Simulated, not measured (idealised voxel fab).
This is a process module. Its name is voxel transistor to metal.
Displayed cross-section: cut, width of 270 nm, square cells sized 5 nm.
Reading order for cross-sections: top band down to bottom band. Underlying form: a grid of square cells. Band size: one or more rows of cells. First you get the band's top height and its bottom height, in nm, and then the materials it's made of, left to right, with each width in nm. If you see a single material with "full width", that one covers the band edge to edge. "blank" is empty space. All heights in this document are referenced to 0, defined as the level beneath which the wafer, as received, consists entirely of one material. The lowest band is not bounded below; it extends indefinitely downward and is written in the form "0 -> down". The notation "30..40" denotes a width that varies across the rows of cells in the band, beginning at the first number in the top row, finishing at the second number in the bottom row, and changing by an identical amount from each row to the next. A step reported as "changes: none" is a step in which no cell of the cross-section changed. The entry "Completely sealed voids" lists the empty spaces that cover at least 8 cells and have no open path to the top. Each is written as width x height at distance, where the distance is measured from the left edge and all three values are in nm. Where a step's line continues beyond its settings, the continuation is a remark by the simulator itself on that step. A step line may carry the setting "overlay nm", which, for steps involving a mask, states the distance by which the mask lay to the right of its intended position; negative values denote displacement to the left. If you're wondering how to read the rest of this, here's the deal. It's pairs of cross-sections: one from before a process step, one from after it. The after one is only drawn as far down as the lowest band that changed. Right under each pair you'll see which step sits between them and what its settings were. Don't read the pairs as one continuous story, though. They can come from different runs of this module on the same starting wafer, and a pair only carries on from the one above it where its entry headed "Prior to step" says so.
-- Prior to step
95 -> 75  resist 25 nm  blank 15 nm  resist 55 nm  blank 15 nm  resist 50 nm  blank 15 nm  resist 55 nm  blank 15 nm  resist 25 nm
75 -> 55  lowk 25 nm  blank 15 nm  lowk 55 nm  blank 15 nm  lowk 50 nm  blank 15 nm  lowk 55 nm  blank 15 nm  lowk 25 nm
55 -> 50  SiCN 25 nm  blank 15 nm  SiCN 55 nm  blank 15 nm  SiCN 50 nm  blank 15 nm  SiCN 55 nm  blank 15 nm  SiCN 25 nm
50 -> 40  SiO2 25 nm  TiN 5 nm  W 20..15 nm  TiN 5..10 nm  SiO2 25 nm  TiN 5..10 nm  W 20..15 nm  TiN 5 nm  SiO2 50 nm  TiN 5 nm  W 20..15 nm  TiN 5..10 nm  SiO2 25 nm  TiN 5..10 nm  W 20..15 nm  TiN 5 nm  SiO2 25 nm
40 -> 35  SiO2 25 nm  TiN 5 nm  W 15 nm  TiN 5 nm  SiN 10 nm  SiCN 15 nm  SiN 10 nm  TiN 5 nm  W 15 nm  TiN 5 nm  SiO2 50 nm  TiN 5 nm  W 15 nm  TiN 5 nm  SiN 10 nm  SiCN 15 nm  SiN 10 nm  TiN 5 nm  W 15 nm  TiN 5 nm  SiO2 25 nm
35 -> 15  SiO2 25 nm  TiN 5 nm  W 15 nm  TiN 5 nm  SiN 10 nm  polySi 15 nm  SiN 10 nm  TiN 5 nm  W 15 nm  TiN 5 nm  SiO2 50 nm  TiN 5 nm  W 15 nm  TiN 5 nm  SiN 10 nm  polySi 15 nm  SiN 10 nm  TiN 5 nm  W 15 nm  TiN 5 nm  SiO2 25 nm
15 -> 10  SiO2 25 nm  TiN 5 nm  W 5 nm  TiN 15 nm  SiN 10 nm  polySi 15 nm  SiN 10 nm  TiN 15 nm  W 5 nm  TiN 5 nm  SiO2 50 nm  TiN 5 nm  W 5 nm  TiN 15 nm  SiN 10 nm  polySi 15 nm  SiN 10 nm  TiN 15 nm  W 5 nm  TiN 5 nm  SiO2 25 nm
10 -> 5  SiO2 25 nm  TiN 5 nm  W 5 nm  TiN 5 nm  nSi 10 nm  SiN 10 nm  polySi 15 nm  SiN 10 nm  nSi 10 nm  TiN 5 nm  W 5 nm  TiN 5 nm  SiO2 50 nm  TiN 5 nm  W 5 nm  TiN 5 nm  nSi 10 nm  SiN 10 nm  polySi 15 nm  SiN 10 nm  nSi 10 nm  TiN 5 nm  W 5 nm  TiN 5 nm  SiO2 25 nm
5 -> 0  SiO2 25 nm  TiN 15 nm  nSi 10 nm  SiO2 35 nm  nSi 10 nm  TiN 15 nm  SiO2 50 nm  TiN 15 nm  nSi 10 nm  SiO2 35 nm  nSi 10 nm  TiN 15 nm  SiO2 25 nm
0 -> -10  SiO2 15 nm  nSi 35 nm  Si 35 nm  nSi 35 nm  SiO2 30 nm  nSi 35 nm  Si 35 nm  nSi 35 nm  SiO2 15 nm
-10 -> -20  SiO2 15 nm  Si 105 nm  SiO2 30 nm  Si 105 nm  SiO2 15 nm
-20 -> down  Si full width
Completely sealed voids: none
-- Post-Process Section
75 -> 55  lowk 25 nm  blank 15 nm  lowk 55 nm  blank 15 nm  lowk 50 nm  blank 15 nm  lowk 55 nm  blank 15 nm  lowk 25 nm
For the remainder of the cross-section, below 55, there is no change.
Completely sealed voids: none
What was done to get from the upper cross-section to the lower one? STRIP: etch materials resist
Prior to step: The initial state for this step is given by the after cross-section of the immediately preceding pair.
-- Post-Process Section
80 -> 75  TiN 30 nm  blank 5 nm  TiN 65 nm  blank 5 nm  TiN 60 nm  blank 5 nm  TiN 65 nm  blank 5 nm  TiN 30 nm
75 -> 55  lowk 25 nm  TiN 5 nm  blank 5 nm  TiN 5 nm  lowk 55 nm  TiN 5 nm  blank 5 nm  TiN 5 nm  lowk 50 nm  TiN 5 nm  blank 5 nm  TiN 5 nm  lowk 55 nm  TiN 5 nm  blank 5 nm  TiN 5 nm  lowk 25 nm
55 -> 50  SiCN 25 nm  TiN 15 nm  SiCN 55 nm  TiN 15 nm  SiCN 50 nm  TiN 15 nm  SiCN 55 nm  TiN 15 nm  SiCN 25 nm
For the remainder of the cross-section, below 50, there is no change.
Completely sealed voids: none
What was done to get from the upper cross-section to the lower one? CONFORMAL_DEP: material TiN, thk nm 5
Prior to step: The initial state for this step is given by the after cross-section of the immediately preceding pair.
-- Post-Process Section
85 -> 80  Cu full width
80 -> 75  TiN 30 nm  Cu 5 nm  TiN 65 nm  Cu 5 nm  TiN 60 nm  Cu 5 nm  TiN 65 nm  Cu 5 nm  TiN 30 nm
75 -> 55  lowk 25 nm  TiN 5 nm  Cu 5 nm  TiN 5 nm  lowk 55 nm  TiN 5 nm  Cu 5 nm  TiN 5 nm  lowk 50 nm  TiN 5 nm  Cu 5 nm  TiN 5 nm  lowk 55 nm  TiN 5 nm  Cu 5 nm  TiN 5 nm  lowk 25 nm
For the remainder of the cross-section, below 55, there is no change.
Completely sealed voids: none
What was done to get from the upper cross-section to the lower one? FILL_DEP: material Cu, thk nm 5
Prior to step: The initial state for this step is given by the after cross-section of the immediately preceding pair.
-- Post-Process Section
75 -> 55  lowk 25 nm  TiN 5 nm  Cu 5 nm  TiN 5 nm  lowk 55 nm  TiN 5 nm  Cu 5 nm  TiN 5 nm  lowk 50 nm  TiN 5 nm  Cu 5 nm  TiN 5 nm  lowk 55 nm  TiN 5 nm  Cu 5 nm  TiN 5 nm  lowk 25 nm
For the remainder of the cross-section, below 55, there is no change.
Completely sealed voids: none
What was done to get from the upper cross-section to the lower one? CMP: height nm 75
Prior to step: The initial state for this step is given by the after cross-section of the immediately preceding pair.
-- Post-Process Section
80 -> 75  blank 20 nm  Ru 25 nm  blank 45 nm  Ru 25 nm  blank 40 nm  Ru 25 nm  blank 45 nm  Ru 25 nm  blank 20 nm
For the remainder of the cross-section, below 75, there is no change.
Completely sealed voids: none
What was done to get from the upper cross-section to the lower one? EPI: material Ru, thk nm 5
Prior to step: The initial state for this step is given by the after cross-section of the immediately preceding pair.
-- Post-Process Section
85 -> 80  SiCN full width
80 -> 75  SiCN 20 nm  Ru 25 nm  SiCN 45 nm  Ru 25 nm  SiCN 40 nm  Ru 25 nm  SiCN 45 nm  Ru 25 nm  SiCN 20 nm
For the remainder of the cross-section, below 75, there is no change.
Completely sealed voids: none
What was done to get from the upper cross-section to the lower one? FILL_DEP: material SiCN, thk nm 5
-- Prior to step
30 -> 20  blank 15 nm  aC 105 nm  blank 30 nm  aC 105 nm  blank 15 nm
20 -> 5  blank 15 nm  SiN 105 nm  blank 30 nm  SiN 105 nm  blank 15 nm
5 -> 0  blank 15 nm  SiO2 105 nm  blank 30 nm  SiO2 105 nm  blank 15 nm
0 -> down  Si full width
Completely sealed voids: none
-- Post-Process Section
30 -> 20  blank 15 nm  aC 105 nm  blank 30 nm  aC 105 nm  blank 15 nm
20 -> 5  blank 15 nm  SiN 105 nm  blank 30 nm  SiN 105 nm  blank 15 nm
5 -> 0  blank 15 nm  SiO2 105 nm  blank 30 nm  SiO2 105 nm  blank 15 nm
0 -> -15  blank 15 nm  Si 105 nm  blank 30 nm  Si 105 nm  blank 15 nm
For the remainder of the cross-section, below -15, there is no change.
Completely sealed voids: none
What was done to get from the upper cross-section to the lower one? DIRECTIONAL_ETCH: etch materials Si, depth nm 15
Prior to step: The initial state for this step is given by the after cross-section of the immediately preceding pair.
-- Post-Process Section
20 -> 5  blank 15 nm  SiN 105 nm  blank 30 nm  SiN 105 nm  blank 15 nm
For the remainder of the cross-section, below 5, there is no change.
Completely sealed voids: none
What was done to get from the upper cross-section to the lower one? STRIP: etch materials aC
Prior to step: The initial state for this step is given by the after cross-section of the immediately preceding pair.
-- Post-Process Section
25 -> 20  SiO2 full width
20 -> 5  SiO2 15 nm  SiN 105 nm  SiO2 30 nm  SiN 105 nm  SiO2 15 nm
5 -> 0  SiO2 full width
0 -> -15  SiO2 15 nm  Si 105 nm  SiO2 30 nm  Si 105 nm  SiO2 15 nm
For the remainder of the cross-section, below -15, there is no change.
Completely sealed voids: none
What was done to get from the upper cross-section to the lower one? FILL_DEP: material SiO2, thk nm 5
Prior to step: The initial state for this step is given by the after cross-section of the immediately preceding pair.
-- Post-Process Section
20 -> 5  SiO2 15 nm  SiN 105 nm  SiO2 30 nm  SiN 105 nm  SiO2 15 nm
For the remainder of the cross-section, below 5, there is no change.
Completely sealed voids: none
What was done to get from the upper cross-section to the lower one? CMP: height nm 20
Prior to step: The initial state for this step is given by the after cross-section of the immediately preceding pair.
-- Post-Process Section
20 -> 10  blank 15 nm  SiN 105 nm  blank 30 nm  SiN 105 nm  blank 15 nm
For the remainder of the cross-section, below 10, there is no change.
Completely sealed voids: none
What was done to get from the upper cross-section to the lower one? SELECTIVE_ETCH: etch materials SiO2, depth nm 10
Prior to step: The initial state for this step is given by the after cross-section of the immediately preceding pair.
-- Post-Process Section
10 -> 5  SiO2 15 nm  blank 105 nm  SiO2 30 nm  blank 105 nm  SiO2 15 nm
For the remainder of the cross-section, below 5, there is no change.
Completely sealed voids: none
What was done to get from the upper cross-section to the lower one? STRIP: etch materials SiN
Prior to step: The initial state for this step is given by the after cross-section of the immediately preceding pair.
-- Post-Process Section
5 -> 0  SiO2 10 nm  blank 115 nm  SiO2 20 nm  blank 115 nm  SiO2 10 nm
For the remainder of the cross-section, below 0, there is no change.
Completely sealed voids: none
What was done to get from the upper cross-section to the lower one? SELECTIVE_ETCH: etch materials SiO2, depth nm 5
Prior to step: The initial state for this step is given by the after cross-section of the immediately preceding pair.
-- Post-Process Section
5 -> 0  SiO2 10 nm  blank 115 nm  SiO2 20 nm  blank 115 nm  SiO2 10 nm
0 -> -5  SiO2 full width
For the remainder of the cross-section, below -5, there is no change.
Completely sealed voids: none
What was done to get from the upper cross-section to the lower one? OXIDIZE: depth nm 5
Prior to step: The initial state for this step is given by the after cross-section of the immediately preceding pair.
-- Post-Process Section
35 -> 30  polySi 10 nm  blank 115 nm  polySi 20 nm  blank 115 nm  polySi 10 nm
30 -> 5  polySi full width
5 -> 0  SiO2 10 nm  polySi 115 nm  SiO2 20 nm  polySi 115 nm  SiO2 10 nm
For the remainder of the cross-section, below 0, there is no change.
Completely sealed voids: none
What was done to get from the upper cross-section to the lower one? DIRECTIONAL_DEP: material polySi, thk nm 30
Prior to step: The initial state for this step is given by the after cross-section of the immediately preceding pair.
-- Post-Process Section
45 -> 40  SiCN 10 nm  blank 115 nm  SiCN 20 nm  blank 115 nm  SiCN 10 nm
40 -> 35  SiCN full width
35 -> 30  polySi 10 nm  SiCN 115 nm  polySi 20 nm  SiCN 115 nm  polySi 10 nm
For the remainder of the cross-section, below 30, there is no change.
Completely sealed voids: none
What was done to get from the upper cross-section to the lower one? DIRECTIONAL_DEP: material SiCN, thk nm 10
Prior to step: The initial state for this step is given by the after cross-section of the immediately preceding pair.
-- Post-Process Section
40 -> 35  blank 60 nm  SiCN 15 nm  blank 120 nm  SiCN 15 nm  blank 60 nm
35 -> 30  polySi 10 nm  blank 50 nm  SiCN 15 nm  blank 50 nm  polySi 20 nm  blank 50 nm  SiCN 15 nm  blank 50 nm  polySi 10 nm
For the remainder of the cross-section, below 30, there is no change.
Completely sealed voids: none
What was done to get from the upper cross-section to the lower one? MASKED_ETCH: tone cover, mask id GATE, width nm 15, pitch nm 135, etch materials SiCN, depth nm 20, overlay nm 0
Prior to step: The initial state for this step is given by the after cross-section of the immediately preceding pair.
-- Post-Process Section
40 -> 30  blank 60 nm  SiCN 15 nm  blank 120 nm  SiCN 15 nm  blank 60 nm
30 -> 5  blank 60 nm  polySi 15 nm  blank 120 nm  polySi 15 nm  blank 60 nm
5 -> 0  SiO2 10 nm  blank 50 nm  polySi 15 nm  blank 50 nm  SiO2 20 nm  blank 50 nm  polySi 15 nm  blank 50 nm  SiO2 10 nm
For the remainder of the cross-section, below 0, there is no change.
Completely sealed voids: none
What was done to get from the upper cross-section to the lower one? MASKED_ETCH: tone cover, mask id GATE, width nm 15, pitch nm 135, etch materials polySi, depth nm 40, overlay nm 0
Prior to step: The initial state for this step is given by the after cross-section of the immediately preceding pair.
-- Post-Process Section
50 -> 40  blank 50 nm  SiN 35 nm  blank 100 nm  SiN 35 nm  blank 50 nm
40 -> 30  blank 50 nm  SiN 10 nm  SiCN 15 nm  SiN 10 nm  blank 100 nm  SiN 10 nm  SiCN 15 nm  SiN 10 nm  blank 50 nm
30 -> 15  blank 50 nm  SiN 10 nm  polySi 15 nm  SiN 10 nm  blank 100 nm  SiN 10 nm  polySi 15 nm  SiN 10 nm  blank 50 nm
15 -> 10  SiN 20 nm  blank 30 nm  SiN 10 nm  polySi 15 nm  SiN 10 nm  blank 30 nm  SiN 40 nm  blank 30 nm  SiN 10 nm  polySi 15 nm  SiN 10 nm  blank 30 nm  SiN 20 nm
10 -> 5  SiN 60 nm  polySi 15 nm  SiN 120 nm  polySi 15 nm  SiN 60 nm
5 -> 0  SiO2 10 nm  SiN 50 nm  polySi 15 nm  SiN 50 nm  SiO2 20 nm  SiN 50 nm  polySi 15 nm  SiN 50 nm  SiO2 10 nm
For the remainder of the cross-section, below 0, there is no change.
Completely sealed voids: none
What was done to get from the upper cross-section to the lower one? CONFORMAL_DEP: material SiN, thk nm 10
Prior to step: The initial state for this step is given by the after cross-section of the immediately preceding pair.
-- Post-Process Section
40 -> 30  blank 50 nm  SiN 10 nm  SiCN 15 nm  SiN 10 nm  blank 100 nm  SiN 10 nm  SiCN 15 nm  SiN 10 nm  blank 50 nm
30 -> 5  blank 50 nm  SiN 10 nm  polySi 15 nm  SiN 10 nm  blank 100 nm  SiN 10 nm  polySi 15 nm  SiN 10 nm  blank 50 nm
5 -> 0  SiO2 10 nm  SiN 10 nm  blank 30 nm  SiN 10 nm  polySi 15 nm  SiN 10 nm  blank 30 nm  SiN 10 nm  SiO2 20 nm  SiN 10 nm  blank 30 nm  SiN 10 nm  polySi 15 nm  SiN 10 nm  blank 30 nm  SiN 10 nm  SiO2 10 nm
For the remainder of the cross-section, below 0, there is no change.
Completely sealed voids: none
What was done to get from the upper cross-section to the lower one? DIRECTIONAL_ETCH: etch materials SiN, depth nm 10
Prior to step: The initial state for this step is given by the after cross-section of the immediately preceding pair.
-- Post-Process Section
40 -> 30  blank 50 nm  SiN 10 nm  SiCN 15 nm  SiN 10 nm  blank 100 nm  SiN 10 nm  SiCN 15 nm  SiN 10 nm  blank 50 nm
30 -> 5  blank 50 nm  SiN 10 nm  polySi 15 nm  SiN 10 nm  blank 100 nm  SiN 10 nm  polySi 15 nm  SiN 10 nm  blank 50 nm
5 -> 0  blank 10 nm  SiN 10 nm  blank 30 nm  SiN 10 nm  polySi 15 nm  SiN 10 nm  blank 30 nm  SiN 10 nm  blank 20 nm  SiN 10 nm  blank 30 nm  SiN 10 nm  polySi 15 nm  SiN 10 nm  blank 30 nm  SiN 10 nm  blank 10 nm
0 -> -5  SiO2 20 nm  blank 30 nm  SiO2 35 nm  blank 30 nm  SiO2 40 nm  blank 30 nm  SiO2 35 nm  blank 30 nm  SiO2 20 nm
For the remainder of the cross-section, below -5, there is no change.
Completely sealed voids: none
What was done to get from the upper cross-section to the lower one? DIRECTIONAL_ETCH: etch materials SiO2, depth nm 5
Prior to step: The initial state for this step is given by the after cross-section of the immediately preceding pair.
-- Post-Process Section
40 -> 30  blank 50 nm  SiN 10 nm  SiCN 15 nm  SiN 10 nm  blank 100 nm  SiN 10 nm  SiCN 15 nm  SiN 10 nm  blank 50 nm
30 -> 5  blank 50 nm  SiN 10 nm  polySi 15 nm  SiN 10 nm  blank 100 nm  SiN 10 nm  polySi 15 nm  SiN 10 nm  blank 50 nm
5 -> 0  blank 10 nm  SiN 10 nm  blank 30 nm  SiN 10 nm  polySi 15 nm  SiN 10 nm  blank 30 nm  SiN 10 nm  blank 20 nm  SiN 10 nm  blank 30 nm  SiN 10 nm  polySi 15 nm  SiN 10 nm  blank 30 nm  SiN 10 nm  blank 10 nm
0 -> -5  SiO2 20 nm  blank 30 nm  SiO2 35 nm  blank 30 nm  SiO2 40 nm  blank 30 nm  SiO2 35 nm  blank 30 nm  SiO2 20 nm
-5 -> -15  SiO2 15 nm  Si 5 nm  blank 30 nm  Si 35 nm  blank 30 nm  Si 5 nm  SiO2 30 nm  Si 5 nm  blank 30 nm  Si 35 nm  blank 30 nm  Si 5 nm  SiO2 15 nm
For the remainder of the cross-section, below -15, there is no change.
Completely sealed voids: none
What was done to get from the upper cross-section to the lower one? DIRECTIONAL_ETCH: etch materials Si, depth nm 10
Prior to step: The initial state for this step is given by the after cross-section of the immediately preceding pair.
-- Post-Process Section
40 -> 30  blank 50 nm  SiN 10 nm  SiCN 15 nm  SiN 10 nm  blank 100 nm  SiN 10 nm  SiCN 15 nm  SiN 10 nm  blank 50 nm
30 -> 5  blank 50 nm  SiN 10 nm  polySi 15 nm  SiN 10 nm  blank 100 nm  SiN 10 nm  polySi 15 nm  SiN 10 nm  blank 50 nm
5 -> 0  blank 10 nm  SiN 10 nm  nSi 10 nm  blank 10 nm  nSi 10 nm  SiN 10 nm  polySi 15 nm  SiN 10 nm  nSi 10 nm  blank 10 nm  nSi 10 nm  SiN 10 nm  blank 20 nm  SiN 10 nm  nSi 10 nm  blank 10 nm  nSi 10 nm  SiN 10 nm  polySi 15 nm  SiN 10 nm  nSi 10 nm  blank 10 nm  nSi 10 nm  SiN 10 nm  blank 10 nm
0 -> -5  SiO2 20 nm  nSi 10 nm  blank 10 nm  nSi 10 nm  SiO2 35 nm  nSi 10 nm  blank 10 nm  nSi 10 nm  SiO2 40 nm  nSi 10 nm  blank 10 nm  nSi 10 nm  SiO2 35 nm  nSi 10 nm  blank 10 nm  nSi 10 nm  SiO2 20 nm
-5 -> -15  SiO2 15 nm  Si 5 nm  nSi 30 nm  Si 35 nm  nSi 30 nm  Si 5 nm  SiO2 30 nm  Si 5 nm  nSi 30 nm  Si 35 nm  nSi 30 nm  Si 5 nm  SiO2 15 nm
For the remainder of the cross-section, below -15, there is no change.
Completely sealed voids: none
What was done to get from the upper cross-section to the lower one? EPI: material nSi, thk nm 10
Prior to step: The initial state for this step is given by the after cross-section of the immediately preceding pair.
-- Post-Process Section
50 -> 40  SiO2 full width
40 -> 30  SiO2 50 nm  SiN 10 nm  SiCN 15 nm  SiN 10 nm  SiO2 100 nm  SiN 10 nm  SiCN 15 nm  SiN 10 nm  SiO2 50 nm
30 -> 5  SiO2 50 nm  SiN 10 nm  polySi 15 nm  SiN 10 nm  SiO2 100 nm  SiN 10 nm  polySi 15 nm  SiN 10 nm  SiO2 50 nm
5 -> 0  SiO2 10 nm  SiN 10 nm  nSi 10 nm  SiO2 10 nm  nSi 10 nm  SiN 10 nm  polySi 15 nm  SiN 10 nm  nSi 10 nm  SiO2 10 nm  nSi 10 nm  SiN 10 nm  SiO2 20 nm  SiN 10 nm  nSi 10 nm  SiO2 10 nm  nSi 10 nm  SiN 10 nm  polySi 15 nm  SiN 10 nm  nSi 10 nm  SiO2 10 nm  nSi 10 nm  SiN 10 nm  SiO2 10 nm
0 -> -5  SiO2 20 nm  nSi 10 nm  SiO2 10 nm  nSi 10 nm  SiO2 35 nm  nSi 10 nm  SiO2 10 nm  nSi 10 nm  SiO2 40 nm  nSi 10 nm  SiO2 10 nm  nSi 10 nm  SiO2 35 nm  nSi 10 nm  SiO2 10 nm  nSi 10 nm  SiO2 20 nm
For the remainder of the cross-section, below -5, there is no change.
Completely sealed voids: none
What was done to get from the upper cross-section to the lower one? FILL_DEP: material SiO2, thk nm 10
Prior to step: The initial state for this step is given by the after cross-section of the immediately preceding pair.
-- Post-Process Section
40 -> 30  SiO2 50 nm  SiN 10 nm  SiCN 15 nm  SiN 10 nm  SiO2 100 nm  SiN 10 nm  SiCN 15 nm  SiN 10 nm  SiO2 50 nm
For the remainder of the cross-section, below 30, there is no change.
Completely sealed voids: none
What was done to get from the upper cross-section to the lower one? CMP: height nm 40
Prior to step: The initial state for this step is given by the after cross-section of the immediately preceding pair.
-- Post-Process Section
50 -> 40  SiO2 full width
For the remainder of the cross-section, below 40, there is no change.
Completely sealed voids: none
What was done to get from the upper cross-section to the lower one? DIRECTIONAL_DEP: material SiO2, thk nm 10
Prior to step: The initial state for this step is given by the after cross-section of the immediately preceding pair.
-- Post-Process Section
65 -> 50  resist 25 nm  blank 30 nm  resist 25 nm  blank 30 nm  resist 50 nm  blank 30 nm  resist 25 nm  blank 30 nm  resist 25 nm
For the remainder of the cross-section, below 50, there is no change.
Completely sealed voids: none
What was done to get from the upper cross-section to the lower one? PATTERN: tone open, mask id CONTACT, material resist, width nm 30, thk nm 15, overlay nm 0
Prior to step: The initial state for this step is given by the after cross-section of the immediately preceding pair.
-- Post-Process Section
65 -> 50  resist 25 nm  blank 30 nm  resist 25 nm  blank 30 nm  resist 50 nm  blank 30 nm  resist 25 nm  blank 30 nm  resist 25 nm
50 -> 40  SiO2 25 nm  blank 30 nm  SiO2 25 nm  blank 30 nm  SiO2 50 nm  blank 30 nm  SiO2 25 nm  blank 30 nm  SiO2 25 nm
40 -> 30  SiO2 25 nm  blank 25 nm  SiN 10 nm  SiCN 15 nm  SiN 10 nm  blank 25 nm  SiO2 50 nm  blank 25 nm  SiN 10 nm  SiCN 15 nm  SiN 10 nm  blank 25 nm  SiO2 25 nm
30 -> 5  SiO2 25 nm  blank 25 nm  SiN 10 nm  polySi 15 nm  SiN 10 nm  blank 25 nm  SiO2 50 nm  blank 25 nm  SiN 10 nm  polySi 15 nm  SiN 10 nm  blank 25 nm  SiO2 25 nm
5 -> 0  SiO2 10 nm  SiN 10 nm  nSi 10 nm  blank 10 nm  nSi 10 nm  SiN 10 nm  polySi 15 nm  SiN 10 nm  nSi 10 nm  blank 10 nm  nSi 10 nm  SiN 10 nm  SiO2 20 nm  SiN 10 nm  nSi 10 nm  blank 10 nm  nSi 10 nm  SiN 10 nm  polySi 15 nm  SiN 10 nm  nSi 10 nm  blank 10 nm  nSi 10 nm  SiN 10 nm  SiO2 10 nm
0 -> -5  SiO2 20 nm  nSi 10 nm  blank 10 nm  nSi 10 nm  SiO2 35 nm  nSi 10 nm  blank 10 nm  nSi 10 nm  SiO2 40 nm  nSi 10 nm  blank 10 nm  nSi 10 nm  SiO2 35 nm  nSi 10 nm  blank 10 nm  nSi 10 nm  SiO2 20 nm
For the remainder of the cross-section, below -5, there is no change.
Completely sealed voids: none
What was done to get from the upper cross-section to the lower one? DIRECTIONAL_ETCH: etch materials SiO2, depth nm 55
Prior to step: The initial state for this step is given by the after cross-section of the immediately preceding pair.
-- Post-Process Section
50 -> 40  SiO2 25 nm  blank 30 nm  SiO2 25 nm  blank 30 nm  SiO2 50 nm  blank 30 nm  SiO2 25 nm  blank 30 nm  SiO2 25 nm
For the remainder of the cross-section, below 40, there is no change.
Completely sealed voids: none
What was done to get from the upper cross-section to the lower one? STRIP: etch materials resist
Prior to step: The initial state for this step is given by the after cross-section of the immediately preceding pair.
-- Post-Process Section
55 -> 50  TiN 30 nm  blank 20 nm  TiN 35 nm  blank 20 nm  TiN 60 nm  blank 20 nm  TiN 35 nm  blank 20 nm  TiN 30 nm
50 -> 40  SiO2 25 nm  TiN 5 nm  blank 20..15 nm  TiN 5..10 nm  SiO2 25 nm  TiN 5..10 nm  blank 20..15 nm  TiN 5 nm  SiO2 50 nm  TiN 5 nm  blank 20..15 nm  TiN 5..10 nm  SiO2 25 nm  TiN 5..10 nm  blank 20..15 nm  TiN 5 nm  SiO2 25 nm
40 -> 30  SiO2 25 nm  TiN 5 nm  blank 15 nm  TiN 5 nm  SiN 10 nm  SiCN 15 nm  SiN 10 nm  TiN 5 nm  blank 15 nm  TiN 5 nm  SiO2 50 nm  TiN 5 nm  blank 15 nm  TiN 5 nm  SiN 10 nm  SiCN 15 nm  SiN 10 nm  TiN 5 nm  blank 15 nm  TiN 5 nm  SiO2 25 nm
30 -> 10  SiO2 25 nm  TiN 5 nm  blank 15 nm  TiN 5 nm  SiN 10 nm  polySi 15 nm  SiN 10 nm  TiN 5 nm  blank 15 nm  TiN 5 nm  SiO2 50 nm  TiN 5 nm  blank 15 nm  TiN 5 nm  SiN 10 nm  polySi 15 nm  SiN 10 nm  TiN 5 nm  blank 15 nm  TiN 5 nm  SiO2 25 nm
10 -> 5  SiO2 25 nm  TiN 25 nm  SiN 10 nm  polySi 15 nm  SiN 10 nm  TiN 25 nm  SiO2 50 nm  TiN 25 nm  SiN 10 nm  polySi 15 nm  SiN 10 nm  TiN 25 nm  SiO2 25 nm
5 -> 0  SiO2 10 nm  SiN 10 nm  nSi 10 nm  TiN 10 nm  nSi 10 nm  SiN 10 nm  polySi 15 nm  SiN 10 nm  nSi 10 nm  TiN 10 nm  nSi 10 nm  SiN 10 nm  SiO2 20 nm  SiN 10 nm  nSi 10 nm  TiN 10 nm  nSi 10 nm  SiN 10 nm  polySi 15 nm  SiN 10 nm  nSi 10 nm  TiN 10 nm  nSi 10 nm  SiN 10 nm  SiO2 10 nm
0 -> -5  SiO2 20 nm  nSi 10 nm  TiN 10 nm  nSi 10 nm  SiO2 35 nm  nSi 10 nm  TiN 10 nm  nSi 10 nm  SiO2 40 nm  nSi 10 nm  TiN 10 nm  nSi 10 nm  SiO2 35 nm  nSi 10 nm  TiN 10 nm  nSi 10 nm  SiO2 20 nm
For the remainder of the cross-section, below -5, there is no change.
Completely sealed voids: none
What was done to get from the upper cross-section to the lower one? CONFORMAL_DEP: material TiN, thk nm 5
Prior to step: The initial state for this step is given by the after cross-section of the immediately preceding pair.
-- Post-Process Section
60 -> 55  W full width
55 -> 50  TiN 30 nm  W 20 nm  TiN 35 nm  W 20 nm  TiN 60 nm  W 20 nm  TiN 35 nm  W 20 nm  TiN 30 nm
50 -> 40  SiO2 25 nm  TiN 5 nm  W 20..15 nm  TiN 5..10 nm  SiO2 25 nm  TiN 5..10 nm  W 20..15 nm  TiN 5 nm  SiO2 50 nm  TiN 5 nm  W 20..15 nm  TiN 5..10 nm  SiO2 25 nm  TiN 5..10 nm  W 20..15 nm  TiN 5 nm  SiO2 25 nm
40 -> 30  SiO2 25 nm  TiN 5 nm  W 15 nm  TiN 5 nm  SiN 10 nm  SiCN 15 nm  SiN 10 nm  TiN 5 nm  W 15 nm  TiN 5 nm  SiO2 50 nm  TiN 5 nm  W 15 nm  TiN 5 nm  SiN 10 nm  SiCN 15 nm  SiN 10 nm  TiN 5 nm  W 15 nm  TiN 5 nm  SiO2 25 nm
30 -> 10  SiO2 25 nm  TiN 5 nm  W 15 nm  TiN 5 nm  SiN 10 nm  polySi 15 nm  SiN 10 nm  TiN 5 nm  W 15 nm  TiN 5 nm  SiO2 50 nm  TiN 5 nm  W 15 nm  TiN 5 nm  SiN 10 nm  polySi 15 nm  SiN 10 nm  TiN 5 nm  W 15 nm  TiN 5 nm  SiO2 25 nm
For the remainder of the cross-section, below 10, there is no change.
Completely sealed voids: none
What was done to get from the upper cross-section to the lower one? FILL_DEP: material W, thk nm 5
Prior to step: The initial state for this step is given by the after cross-section of the immediately preceding pair.
-- Post-Process Section
50 -> 40  SiO2 25 nm  TiN 5 nm  W 20..15 nm  TiN 5..10 nm  SiO2 25 nm  TiN 5..10 nm  W 20..15 nm  TiN 5 nm  SiO2 50 nm  TiN 5 nm  W 20..15 nm  TiN 5..10 nm  SiO2 25 nm  TiN 5..10 nm  W 20..15 nm  TiN 5 nm  SiO2 25 nm
For the remainder of the cross-section, below 40, there is no change.
Completely sealed voids: none
What was done to get from the upper cross-section to the lower one? CMP: height nm 50
Prior to step: The initial state for this step is given by the after cross-section of the immediately preceding pair.
-- Post-Process Section
55 -> 50  SiCN full width
For the remainder of the cross-section, below 50, there is no change.
Completely sealed voids: none
What was done to get from the upper cross-section to the lower one? CONFORMAL_DEP: material SiCN, thk nm 5
Prior to step: The initial state for this step is given by the after cross-section of the immediately preceding pair.
-- Post-Process Section
75 -> 55  lowk full width
For the remainder of the cross-section, below 55, there is no change.
Completely sealed voids: none
What was done to get from the upper cross-section to the lower one? DIRECTIONAL_DEP: material lowk, thk nm 20
Prior to step: The initial state for this step is given by the after cross-section of the immediately preceding pair.
-- Post-Process Section
95 -> 75  resist 25 nm  blank 15 nm  resist 55 nm  blank 15 nm  resist 50 nm  blank 15 nm  resist 55 nm  blank 15 nm  resist 25 nm
For the remainder of the cross-section, below 75, there is no change.
Completely sealed voids: none
What was done to get from the upper cross-section to the lower one? PATTERN: tone open, mask id METAL_1, material resist, width nm 15, thk nm 20, overlay nm 0
